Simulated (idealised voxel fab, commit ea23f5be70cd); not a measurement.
The following process module bears the name voxel tone inversion.
Cross-section cut: width 240 nm, square cells of 5 nm.
Just so we're on the same page, the cross-sections are grids of square cells, and they're listed out in bands top to bottom, each band one or more rows deep. Band: top height; bottom height; in nm. Then, left to right: material with width in nm, for each material. "edge to edge": a single material spanning edge to edge. "blank": empty space. Measure heights from 0. That's the level where, below it, the as-received wafer is all one material. The lowest band is bottomless and extends downward; write it as in "0 -> down". A two-number width, for instance "30..40", indicates that the width is equal to the first number in the top row of the band and to the second number in the bottom row, and that it changes by a constant amount per row of cells. The cross-section has no changed cell in any step marked "changes: none". "Closed void catalog": sealed empty spaces, 8 cells or more, no open way to top, listed width x height at distance, with distance from the left edge and width, height and distance in nm. What comes after the settings on a step's line is commentary from the simulator itself on that step. For masked steps, "overlay nm" on the step line gives how far right of plan the mask actually lay; a minus sign means it lay to the left.

plan:
1) RECEIVE,material Si
2) CONFORMAL_DEP,material SiN,thk nm 10
3) DIRECTIONAL_DEP,material aC,thk nm 25
4) PATTERN,tone cover,mask id POSTS,material resist,width nm 20,pitch nm 50,thk nm 35,overlay nm 0
5) DIRECTIONAL_ETCH,etch materials aC,depth nm 25
6) STRIP,etch materials resist
7) FILL_DEP,material lowk,thk nm 5
8) CMP,height nm 35
9) STRIP,etch materials aC
10) CONFORMAL_DEP,material TiN,thk nm 5
11) FILL_DEP,material Ru,thk nm 10
12) CMP,height nm 35
13) CONFORMAL_DEP,material SiN,thk nm 5

This is the cross-section of the wafer as we received it, i.e. after step 1:
	0 -> down: Si edge to edge
	Closed void catalog: none

End-of-module XS, first of two wafers, run as planned:
	40 -> 35: SiN edge to edge
	35 -> 15: 35 lowk  5 TiN  10 Ru  5 TiN  30 lowk  5 TiN  10 Ru  5 TiN  30 lowk  5 TiN  10 Ru  5 TiN  30 lowk  5 TiN  10 Ru  5 TiN  35 lowk
	15 -> 10: 35 lowk  20 TiN  30 lowk  20 TiN  30 lowk  20 TiN  30 lowk  20 TiN  35 lowk
	10 -> 0: SiN edge to edge
	0 -> down: Si edge to edge
	Closed void catalog: none

Cross-sectional view of the second of two wafers upon completion of the module. This wafer shared its starting condition and process plan with the first; one error was made during its execution:
	45 -> 40: SiN edge to edge
	40 -> 35: 40 TiN  10 Ru  40 TiN  10 Ru  40 TiN  10 Ru  40 TiN  10 Ru  40 TiN
	35 -> 15: 35 lowk  5 TiN  10 Ru  5 TiN  30 lowk  5 TiN  10 Ru  5 TiN  30 lowk  5 TiN  10 Ru  5 TiN  30 lowk  5 TiN  10 Ru  5 TiN  35 lowk
	15 -> 10: 35 lowk  20 TiN  30 lowk  20 TiN  30 lowk  20 TiN  30 lowk  20 TiN  35 lowk
	10 -> 0: SiN edge to edge
	0 -> down: Si edge to edge
	Closed void catalog: none
It is concluded that the wafer was processed incorrectly with respect to the plan, in that step 12, actual vs plan mismatch, actual run CMP,height nm 40
End of process, cell counts, second wafer against first, materials with more or fewer: 8 more of Ru | 40 more of TiN
